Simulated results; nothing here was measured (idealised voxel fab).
process module | voxel transistor to metal
cross-section cut | 295 nm wide | cells 5 nm
A cross-section is a grid of square cells, given in bands from the top down. A band is one or more rows of cells.
Each band's line starts with the height of the band's top and of its bottom, in nm. Then come its materials from left to right, each with its width in nm. One material with "throughout" fills the band from edge to edge. "air" is empty space.
Height 0 is the level under which the wafer as received is all one material. The lowest band goes on downwards, as in "0 down".
A width such as "30 to 40" changes by the same amount from each row of cells to the next, from the band's top row to its bottom row.
"no change" after a step means that no cell of the cross-section changed.
closed voids: empty space of 8 cells or more with no open way to the top, each as width x height at its distance from the left edge, in nm
after a step's settings: what the simulator itself notes on the step
overlay nm, on a step with a mask: how far to the right of its planned place the mask lay; to the left if negative
plan
1 op RECEIVE | material Si
2 op OXIDIZE | depth nm 5
3 op CONFORMAL_DEP | material SiN | thk nm 10
4 op MASKED_ETCH | tone cover | mask id ACTIVE | width nm 105 | pitch nm 125 | etch materials SiN | depth nm 10 | overlay nm 0
5 op MASKED_ETCH | tone cover | mask id ACTIVE | width nm 105 | pitch nm 125 | etch materials SiO2 | depth nm 5 | overlay nm 0
6 op MASKED_ETCH | tone cover | mask id ACTIVE | width nm 105 | pitch nm 125 | etch materials Si | depth nm 35 | overlay nm 0
7 op OXIDIZE | depth nm 5
8 op FILL_DEP | material SiO2 | thk nm 10
9 op CMP | height nm 10
10 op SELECTIVE_ETCH | etch materials SiO2 | depth nm 5
11 op STRIP | etch materials SiN
12 op SELECTIVE_ETCH | etch materials SiO2 | depth nm 5
13 op OXIDIZE | depth nm 5
14 op DIRECTIONAL_DEP | material polySi | thk nm 25
15 op DIRECTIONAL_DEP | material SiCN | thk nm 10
16 op DIRECTIONAL_DEP | material aC | thk nm 10
17 op PATTERN | tone cover | mask id GATE | material resist | width nm 35 | pitch nm 125 | thk nm 25 | overlay nm 0
18 op DIRECTIONAL_ETCH | etch materials aC | depth nm 10
19 op STRIP | etch materials resist
20 op DIRECTIONAL_ETCH | etch materials SiCN | depth nm 20
21 op DIRECTIONAL_ETCH | etch materials polySi | depth nm 35
22 op STRIP | etch materials aC
23 op CONFORMAL_DEP | material SiN | thk nm 10
24 op DIRECTIONAL_ETCH | etch materials SiN | depth nm 10
25 op DIRECTIONAL_ETCH | etch materials SiO2 | depth nm 5
26 op DIRECTIONAL_ETCH | etch materials Si | depth nm 10
27 op EPI | material nSi | thk nm 15
28 op FILL_DEP | material SiO2 | thk nm 5
29 op CMP | height nm 20
30 op STRIP | etch materials polySi
31 op SELECTIVE_ETCH | etch materials SiO2 | depth nm 5
32 op CONFORMAL_DEP | material HfO2 | thk nm 5
33 op CONFORMAL_DEP | material TiN | thk nm 5
34 op FILL_DEP | material W | thk nm 5
35 op CMP | height nm 15
36 op DIRECTIONAL_DEP | material SiO2 | thk nm 10
37 op DIRECTIONAL_DEP | material aC | thk nm 15
38 op PATTERN | tone open | mask id CONTACT | material resist | width nm 15 | thk nm 35 | overlay nm 0
39 op DIRECTIONAL_ETCH | etch materials aC | depth nm 15
40 op STRIP | etch materials resist
41 op DIRECTIONAL_ETCH | etch materials SiO2 | depth nm 30
42 op STRIP | etch materials aC
43 op CONFORMAL_DEP | material TiN | thk nm 5
44 op FILL_DEP | material W | thk nm 10
45 op CMP | height nm 25
46 op DIRECTIONAL_DEP | material TiN | thk nm 5
47 op DIRECTIONAL_DEP | material W | thk nm 20
48 op DIRECTIONAL_DEP | material aC | thk nm 10
49 op PATTERN | tone cover | mask id METAL_1 | material resist | width nm 15 | thk nm 25 | overlay nm 0
50 op DIRECTIONAL_ETCH | etch materials aC | depth nm 10
51 op STRIP | etch materials resist
52 op DIRECTIONAL_ETCH | etch materials W | depth nm 20
53 op DIRECTIONAL_ETCH | etch materials TiN | depth nm 5
54 op STRIP | etch materials aC
55 op FILL_DEP | material SiO2 | thk nm 5
56 op CMP | height nm 50
57 op CONFORMAL_DEP | material SiCN | thk nm 5
58 op DIRECTIONAL_DEP | material SiO2 | thk nm 30
59 op DIRECTIONAL_DEP | material aC | thk nm 10
60 op PATTERN | tone open | mask id METAL_2 | material resist | width nm 15 | pitch nm 125 | thk nm 30 | overlay nm 0
61 op DIRECTIONAL_ETCH | etch materials aC | depth nm 10
62 op STRIP | etch materials resist
63 op DIRECTIONAL_ETCH | etch materials SiO2 | depth nm 20
64 op STRIP | etch materials aC
65 op DIRECTIONAL_DEP | material aC | thk nm 15
66 op PATTERN | tone open | mask id METAL_2_HOLES | material resist | width nm 15 | pitch nm 125 | thk nm 30 | overlay nm 0
67 op DIRECTIONAL_ETCH | etch materials aC | depth nm 15
68 op STRIP | etch materials resist
69 op DIRECTIONAL_ETCH | etch materials SiO2 | depth nm 10
70 op DIRECTIONAL_ETCH | etch materials SiCN | depth nm 5
71 op STRIP | etch materials aC
72 op CONFORMAL_DEP | material TiN | thk nm 5
73 op FILL_DEP | material Ru | thk nm 10
74 op CMP | height nm 85
75 op CONFORMAL_DEP | material SiN | thk nm 5
as received, after step 1
  0 down: Si throughout
  closed voids: none
first wafer at the end, as planned
  90 to 85: SiN throughout
  85 to 55: SiO2 35 | TiN 5 | Ru 5 | TiN 5 | SiO2 110 | TiN 5 | Ru 5 | TiN 5 | SiO2 120
  55 to 50: SiCN 35 | TiN 15 | SiCN 110 | TiN 15 | SiCN 120
  50 to 30: SiO2 35 | W 15 | SiO2 65 | W 15 | SiO2 30 | W 15 | SiO2 65 | W 15 | SiO2 40
  30 to 25: SiO2 35 | TiN 15 | SiO2 65 | TiN 15 | SiO2 30 | TiN 15 | SiO2 65 | TiN 15 | SiO2 40
  25 to 15: SiO2 35 | TiN 5 | W 5 | TiN 5 | SiO2 65 | TiN 5 | W 5 | TiN 5 | SiO2 30 | TiN 5 | W 5 | TiN 5 | SiO2 65 | TiN 5 | W 5 | TiN 5 | SiO2 40
  15 to 10: SiO2 35 | TiN 5 | W 5 | TiN 5 | SiO2 5 | SiN 10 | HfO2 5 | TiN 5 | W 15 | TiN 5 | HfO2 5 | SiN 10 | SiO2 5 | TiN 5 | W 5 | TiN 5 | SiO2 30 | TiN 5 | W 5 | TiN 5 | SiO2 5 | SiN 10 | HfO2 5 | TiN 5 | W 15 | TiN 5 | HfO2 5 | SiN 10 | SiO2 5 | TiN 5 | W 5 | TiN 5 | SiO2 40
  10 to 5: SiO2 35 | TiN 15 | SiO2 5 | SiN 10 | HfO2 5 | TiN 5 | W 15 | TiN 5 | HfO2 5 | SiN 10 | SiO2 5 | TiN 15 | SiO2 30 | TiN 15 | SiO2 5 | SiN 10 | HfO2 5 | TiN 5 | W 15 | TiN 5 | HfO2 5 | SiN 10 | SiO2 5 | TiN 15 | SiO2 40
  5 to 0: SiO2 35 | TiN 5 | nSi 15 | SiN 10 | HfO2 5 | TiN 5 | W 15 | TiN 5 | HfO2 5 | SiN 10 | nSi 15 | TiN 5 | SiO2 30 | TiN 5 | nSi 15 | SiN 10 | HfO2 5 | TiN 5 | W 15 | TiN 5 | HfO2 5 | SiN 10 | nSi 15 | TiN 5 | SiO2 40
  0 to -5: SiO2 25 | SiN 10 | TiN 5 | nSi 15 | SiN 10 | HfO2 5 | TiN 25 | HfO2 5 | SiN 10 | nSi 15 | TiN 5 | SiN 10 | SiO2 10 | SiN 10 | TiN 5 | nSi 15 | SiN 10 | HfO2 5 | TiN 25 | HfO2 5 | SiN 10 | nSi 15 | TiN 5 | SiN 10 | SiO2 30
  -5 to -10: SiO2 35 | nSi 20 | SiO2 5 | HfO2 45 | SiO2 5 | nSi 20 | SiO2 30 | nSi 20 | SiO2 5 | HfO2 45 | SiO2 5 | nSi 20 | SiO2 40
  -10 to -20: SiO2 35 | nSi 20 | Si 55 | nSi 20 | SiO2 30 | nSi 20 | Si 55 | nSi 20 | SiO2 40
  -20 to -45: SiO2 35 | Si 95 | SiO2 30 | Si 95 | SiO2 40
  -45 down: Si throughout
  closed voids: none
second wafer at the end: like start, like plan, one mistake
  90 to 85: SiN throughout
  85 to 55: SiO2 35 | TiN 5 | Ru 5 | TiN 5 | SiO2 110 | TiN 5 | Ru 5 | TiN 5 | SiO2 120
  55 to 50: SiCN 35 | TiN 15 | SiCN 110 | TiN 15 | SiCN 120
  50 to 30: SiO2 35 | W 15 | SiO2 65 | W 15 | SiO2 30 | W 15 | SiO2 65 | W 15 | SiO2 40
  30 to 25: SiO2 35 | TiN 15 | SiO2 65 | TiN 15 | SiO2 30 | TiN 15 | SiO2 65 | TiN 15 | SiO2 40
  25 to 15: SiO2 35 | TiN 5 | W 5 | TiN 5 | SiO2 65 | TiN 5 | W 5 | TiN 5 | SiO2 30 | TiN 5 | W 5 | TiN 5 | SiO2 65 | TiN 5 | W 5 | TiN 5 | SiO2 40
  15 to 10: SiO2 35 | TiN 5 | W 5 | TiN 5 | SiO2 10 | SiN 10 | HfO2 5 | TiN 5 | W 10 | TiN 5 | HfO2 5 | SiN 10 | SiO2 5 | TiN 5 | W 5 | TiN 5 | SiO2 30 | TiN 5 | W 5 | TiN 5 | SiO2 10 | SiN 10 | HfO2 5 | TiN 5 | W 10 | TiN 5 | HfO2 5 | SiN 10 | SiO2 5 | TiN 5 | W 5 | TiN 5 | SiO2 40
  10 to 5: SiO2 35 | TiN 15 | SiO2 10 | SiN 10 | HfO2 5 | TiN 5 | W 10 | TiN 5 | HfO2 5 | SiN 10 | SiO2 5 | TiN 15 | SiO2 30 | TiN 15 | SiO2 10 | SiN 10 | HfO2 5 | TiN 5 | W 10 | TiN 5 | HfO2 5 | SiN 10 | SiO2 5 | TiN 15 | SiO2 40
  5 to 0: SiO2 35 | TiN 10 | nSi 15 | SiN 10 | HfO2 5 | TiN 5 | W 10 | TiN 5 | HfO2 5 | SiN 10 | nSi 15 | TiN 5 | SiO2 30 | TiN 10 | nSi 15 | SiN 10 | HfO2 5 | TiN 5 | W 10 | TiN 5 | HfO2 5 | SiN 10 | nSi 15 | TiN 5 | SiO2 40
  0 to -5: SiO2 25 | SiN 10 | TiN 10 | nSi 15 | SiN 10 | HfO2 5 | TiN 20 | HfO2 5 | SiN 10 | nSi 15 | TiN 5 | SiN 10 | SiO2 10 | SiN 10 | TiN 10 | nSi 15 | SiN 10 | HfO2 5 | TiN 20 | HfO2 5 | SiN 10 | nSi 15 | TiN 5 | SiN 10 | SiO2 30
  -5 to -10: SiO2 35 | nSi 25 | SiO2 5 | HfO2 40 | SiO2 5 | nSi 20 | SiO2 30 | nSi 25 | SiO2 5 | HfO2 40 | SiO2 5 | nSi 20 | SiO2 40
  -10 to -20: SiO2 35 | nSi 25 | Si 50 | nSi 20 | SiO2 30 | nSi 25 | Si 50 | nSi 20 | SiO2 40
  -20 to -45: SiO2 35 | Si 95 | SiO2 30 | Si 95 | SiO2 40
  -45 down: Si throughout
  closed voids: none
what went wrong: step 17 ran as: op PATTERN | tone cover | mask id GATE | material resist | width nm 30 | pitch nm 125 | thk nm 25 | overlay nm 0
at the end the second wafer has, in cells: 2 fewer of HfO2 | 4 fewer of Si | 4 more of SiO2 | 2 more of TiN | 6 fewer of W | 6 more of nSi
